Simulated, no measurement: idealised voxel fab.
process module | voxel capacitor over wiring
cross-section cut | 260 nm wide | cells 5 nm
A cross-section is a grid of square cells, given in bands from the top down. A band is one or more rows of cells.
Each band's line starts with the height of the band's top and of its bottom, in nm. Then come its materials from left to right, each with its width in nm. One material with "throughout" fills the band from edge to edge. "air" is empty space.
Height 0 is the level under which the wafer as received is all one material. The lowest band goes on downwards, as in "0 down".
A width such as "30 to 40" changes by the same amount from each row of cells to the next, from the band's top row to its bottom row.
"no change" after a step means that no cell of the cross-section changed.
closed voids: empty space of 8 cells or more with no open way to the top, each as width x height at its distance from the left edge, in nm
after a step's settings: what the simulator itself notes on the step
overlay nm, on a step with a mask: how far to the right of its planned place the mask lay; to the left if negative
plan
1 op RECEIVE | material Si
2 op CONFORMAL_DEP | material SiO2 | thk nm 15
3 op DIRECTIONAL_DEP | material TiN | thk nm 5
4 op DIRECTIONAL_DEP | material W | thk nm 25
5 op DIRECTIONAL_DEP | material aC | thk nm 10
6 op PATTERN | tone cover | mask id METAL_1 | material resist | width nm 20 | pitch nm 85 | thk nm 25 | overlay nm 0
7 op DIRECTIONAL_ETCH | etch materials aC | depth nm 10
8 op STRIP | etch materials resist
9 op DIRECTIONAL_ETCH | etch materials W | depth nm 25
10 op DIRECTIONAL_ETCH | etch materials TiN | depth nm 5
11 op STRIP | etch materials aC
12 op CONFORMAL_DEP | material SiN | thk nm 5
13 op FILL_DEP | material SiO2 | thk nm 5
14 op CMP | height nm 45
15 op CONFORMAL_DEP | material SiCN | thk nm 5
16 op DIRECTIONAL_DEP | material lowk | thk nm 10
17 op MASKED_ETCH | tone open | mask id PLUG_1 | width nm 15 | etch materials lowk | depth nm 10 | overlay nm 0
18 op MASKED_ETCH | tone open | mask id PLUG_1 | width nm 15 | etch materials SiCN | depth nm 5 | overlay nm 0
19 op CONFORMAL_DEP | material TiN | thk nm 5
20 op FILL_DEP | material Cu | thk nm 10
21 op CMP | height nm 60
22 op DIRECTIONAL_DEP | material TiN | thk nm 5
23 op DIRECTIONAL_DEP | material HfO2 | thk nm 5
24 op DIRECTIONAL_DEP | material TiN | thk nm 5
25 op DIRECTIONAL_DEP | material aC | thk nm 15
26 op PATTERN | tone cover | mask id UPPER_PLATE | material resist | width nm 70 | thk nm 35 | overlay nm 0
27 op DIRECTIONAL_ETCH | etch materials aC | depth nm 15
28 op STRIP | etch materials resist
29 op DIRECTIONAL_ETCH | etch materials TiN | depth nm 5
30 op DIRECTIONAL_ETCH | etch materials HfO2 | depth nm 5
31 op STRIP | etch materials aC
32 op MASKED_ETCH | tone cover | mask id LOWER_PLATE | width nm 80 | etch materials TiN | depth nm 10 | overlay nm 0
33 op FILL_DEP | material SiO2 | thk nm 20
34 op CMP | height nm 95
35 op PATTERN | tone open | mask id PLUG_2 | material resist | width nm 15 | thk nm 15 | overlay nm 0
36 op DIRECTIONAL_ETCH | etch materials SiO2 | depth nm 15
37 op STRIP | etch materials resist
38 op CONFORMAL_DEP | material TiN | thk nm 5
39 op FILL_DEP | material Cu | thk nm 5
40 op CMP | height nm 95
41 op CONFORMAL_DEP | material SiN | thk nm 5
varied across the wafers: thk nm of step 22. The plan shows the first wafer's value. All wafers start alike
first wafer as received, after step 1
  0 down: Si throughout
  closed voids: none
each wafer at the end: cells of each material gained (+) or lost (-) since it was received, then its closed voids
thk nm 5 | +4 Cu | +14 HfO2 | +49 SiCN | +116 SiN | +667 SiO2 | +52 TiN | +40 W | +98 lowk | closed voids: none
thk nm 10 | +4 Cu | +14 HfO2 | +49 SiCN | +116 SiN | +651 SiO2 | +68 TiN | +40 W | +98 lowk | closed voids: none
thk nm 15 | +3 Cu | +14 HfO2 | +49 SiCN | +116 SiN | +602 SiO2 | +118 TiN | +40 W | +98 lowk | closed voids: none
thk nm 20 | +2 Cu | +14 HfO2 | +49 SiCN | +116 SiN | +553 SiO2 | +168 TiN | +40 W | +98 lowk | closed voids: none
thk nm 25 | +2 Cu | +14 HfO2 | +49 SiCN | +116 SiN | +504 SiO2 | +217 TiN | +40 W | +98 lowk | closed voids: none
